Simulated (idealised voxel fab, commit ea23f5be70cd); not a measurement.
voxel spacer lines: a process module
The width of the displayed cross-section, cut, is 210 nm; its cells are square, with a size of 5 nm.
How to read a cross-section here: the picture is a grid of square cells, written as bands going from the top down, and any band can span one or more rows of cells.
For a band, the entry starts with two heights in nm, that of the top and then that of the bottom, and carries on with the band's materials in order from left to right, each alongside its width in nm; the word "throughout" beside a single material means it fills the band edge to edge, and "empty" means empty space.
Counting heights begins at 0, where everything beneath is, in the wafer as received, one material. The lowest band has no bottom; it goes on downwards, as "top 0, no bottom" shows.
With a width like "30 to 40", each row of cells in the band differs from the next by the same amount, the top row carrying the first number and the bottom row the second.
"left unchanged" for a step: no cell of the cross-section changed in that step.
If an empty space has no open way to the top and is at least 8 cells in size, "Unvented voids" lists it, written width x height at distance, where distance is measured from the left edge and every value is in nm.
Whatever follows a step's settings on its line is a remark the simulator itself makes about that step.
Steps that use a mask can have "overlay nm" on their line. It says how far the mask sat to the right of where it was meant to be. Negative means to the left.

-- So here's the lineup of process steps we planned
1) RECEIVE [material Si]
2) CONFORMAL_DEP [material Al2O3] [thk nm 10]
3) DIRECTIONAL_DEP [material W] [thk nm 15]
4) DIRECTIONAL_DEP [material aC] [thk nm 30]
5) PATTERN [tone cover] [mask id MANDREL] [material resist] [width nm 20] [pitch nm 70] [thk nm 35] [overlay nm 0]
6) DIRECTIONAL_ETCH [etch materials aC] [depth nm 30]
7) STRIP [etch materials resist]
8) CONFORMAL_DEP [material SiO2] [thk nm 15]
9) DIRECTIONAL_ETCH [etch materials SiO2] [depth nm 15]
10) STRIP [etch materials aC]
11) DIRECTIONAL_ETCH [etch materials W] [depth nm 15]
12) STRIP [etch materials SiO2]
13) FILL_DEP [material lowk] [thk nm 10]
14) CMP [height nm 25]

-- First wafer out of two, processed as planned

-- Cross-section, incoming material, after step 1
	top 0, no bottom: Si throughout
	Unvented voids: none

-- Cross-section through the wafer, step 2 finished
	top 10, bottom 0: Al2O3 throughout
	Rest of section, below 0: as before.

-- Cross-section through the wafer, step 3 finished
	top 25, bottom 10: W throughout
	Rest of section, below 10: as before.

-- Cross-section through the wafer, step 4 finished
	top 55, bottom 25: aC throughout
	Rest of section, below 25: as before.

-- Cross-section through the wafer, step 5 finished
	top 90, bottom 55: 60 of empty, 20 of resist, 50 of empty, 20 of resist, 60 of empty
	Rest of section, below 55: as before.

-- Cross-section through the wafer, step 6 finished
	top 60, bottom 55: 60 of empty, 20 of resist, 50 of empty, 20 of resist, 60 of empty
	top 55, bottom 25: 60 of empty, 20 of aC, 50 of empty, 20 of aC, 60 of empty
	Rest of section, below 25: as before.

-- Cross-section through the wafer, step 7 finished
	top 55, bottom 25: 60 of empty, 20 of aC, 50 of empty, 20 of aC, 60 of empty
	Rest of section, below 25: as before.

-- Cross-section through the wafer, step 8 finished
	top 70, bottom 55: 45 of empty, 50 of SiO2, 20 of empty, 50 of SiO2, 45 of empty
	top 55, bottom 40: 45 of empty, 15 of SiO2, 20 of aC, 15 of SiO2, 20 of empty, 15 of SiO2, 20 of aC, 15 of SiO2, 45 of empty
	top 40, bottom 25: 60 of SiO2, 20 of aC, 50 of SiO2, 20 of aC, 60 of SiO2
	Rest of section, below 25: as before.

-- Cross-section through the wafer, step 9 finished
	top 55, bottom 25: 45 of empty, 15 of SiO2, 20 of aC, 15 of SiO2, 20 of empty, 15 of SiO2, 20 of aC, 15 of SiO2, 45 of empty
	Rest of section, below 25: as before.

-- Cross-section through the wafer, step 10 finished
	top 55, bottom 25: 45 of empty, 15 of SiO2, 20 of empty, 15 of SiO2, 20 of empty, 15 of SiO2, 20 of empty, 15 of SiO2, 45 of empty
	Rest of section, below 25: as before.

-- Cross-section through the wafer, step 11 finished
	top 55, bottom 25: 45 of empty, 15 of SiO2, 20 of empty, 15 of SiO2, 20 of empty, 15 of SiO2, 20 of empty, 15 of SiO2, 45 of empty
	top 25, bottom 10: 45 of empty, 15 of W, 20 of empty, 15 of W, 20 of empty, 15 of W, 20 of empty, 15 of W, 45 of empty
	Rest of section, below 10: as before.

-- Cross-section through the wafer, step 12 finished
	top 25, bottom 10: 45 of empty, 15 of W, 20 of empty, 15 of W, 20 of empty, 15 of W, 20 of empty, 15 of W, 45 of empty
	Rest of section, below 10: as before.

-- Cross-section through the wafer, step 13 finished
	top 35, bottom 25: lowk throughout
	top 25, bottom 10: 45 of lowk, 15 of W, 20 of lowk, 15 of W, 20 of lowk, 15 of W, 20 of lowk, 15 of W, 45 of lowk
	Rest of section, below 10: as before.

-- Cross-section through the wafer, step 14 finished
	top 25, bottom 10: 45 of lowk, 15 of W, 20 of lowk, 15 of W, 20 of lowk, 15 of W, 20 of lowk, 15 of W, 45 of lowk
	Rest of section, below 10: as before.

-- Second of two: same start, same plan, one run error; steps up to and including 1 match the first

-- Cross-section of the second wafer at the time step 2 of the plan should have ended
	top 10, bottom 0: aC throughout
	Rest of section, below 0: as before.

-- Cross-section of the second wafer at the time step 3 of the plan should have ended
	top 25, bottom 10: W throughout
	Rest of section, below 10: as before.

-- Cross-section of the second wafer at the time step 4 of the plan should have ended
	top 55, bottom 25: aC throughout
	Rest of section, below 25: as before.

-- Cross-section of the second wafer at the time step 5 of the plan should have ended
	top 90, bottom 55: 60 of empty, 20 of resist, 50 of empty, 20 of resist, 60 of empty
	Rest of section, below 55: as before.

-- Cross-section of the second wafer at the time step 6 of the plan should have ended
	top 60, bottom 55: 60 of empty, 20 of resist, 50 of empty, 20 of resist, 60 of empty
	top 55, bottom 25: 60 of empty, 20 of aC, 50 of empty, 20 of aC, 60 of empty
	Rest of section, below 25: as before.

-- Cross-section of the second wafer at the time step 7 of the plan should have ended
	top 55, bottom 25: 60 of empty, 20 of aC, 50 of empty, 20 of aC, 60 of empty
	Rest of section, below 25: as before.

-- Cross-section of the second wafer at the time step 8 of the plan should have ended
	top 70, bottom 55: 45 of empty, 50 of SiO2, 20 of empty, 50 of SiO2, 45 of empty
	top 55, bottom 40: 45 of empty, 15 of SiO2, 20 of aC, 15 of SiO2, 20 of empty, 15 of SiO2, 20 of aC, 15 of SiO2, 45 of empty
	top 40, bottom 25: 60 of SiO2, 20 of aC, 50 of SiO2, 20 of aC, 60 of SiO2
	Rest of section, below 25: as before.

-- Cross-section of the second wafer at the time step 9 of the plan should have ended
	top 55, bottom 25: 45 of empty, 15 of SiO2, 20 of aC, 15 of SiO2, 20 of empty, 15 of SiO2, 20 of aC, 15 of SiO2, 45 of empty
	Rest of section, below 25: as before.

-- Cross-section of the second wafer at the time step 10 of the plan should have ended
	top 55, bottom 25: 45 of empty, 15 of SiO2, 20 of empty, 15 of SiO2, 20 of empty, 15 of SiO2, 20 of empty, 15 of SiO2, 45 of empty
	Rest of section, below 25: as before.

-- Cross-section of the second wafer at the time step 11 of the plan should have ended
	top 55, bottom 25: 45 of empty, 15 of SiO2, 20 of empty, 15 of SiO2, 20 of empty, 15 of SiO2, 20 of empty, 15 of SiO2, 45 of empty
	top 25, bottom 10: 45 of empty, 15 of W, 20 of empty, 15 of W, 20 of empty, 15 of W, 20 of empty, 15 of W, 45 of empty
	Rest of section, below 10: as before.

-- Cross-section of the second wafer at the time step 12 of the plan should have ended
	top 25, bottom 10: 45 of empty, 15 of W, 20 of empty, 15 of W, 20 of empty, 15 of W, 20 of empty, 15 of W, 45 of empty
	Rest of section, below 10: as before.

-- Cross-section of the second wafer at the time step 13 of the plan should have ended
	top 35, bottom 25: lowk throughout
	top 25, bottom 10: 45 of lowk, 15 of W, 20 of lowk, 15 of W, 20 of lowk, 15 of W, 20 of lowk, 15 of W, 45 of lowk
	Rest of section, below 10: as before.

-- Cross-section of the second wafer at the time step 14 of the plan should have ended
	top 25, bottom 10: 45 of lowk, 15 of W, 20 of lowk, 15 of W, 20 of lowk, 15 of W, 20 of lowk, 15 of W, 45 of lowk
	Rest of section, below 10: as before.
Here's what went sideways: step 2 off recipe, ran as CONFORMAL_DEP [material aC] [thk nm 10]
Once processing is complete, comparing cell counts shows that the second wafer has more or fewer of certain materials than the first: -84 Al2O3; +84 aC
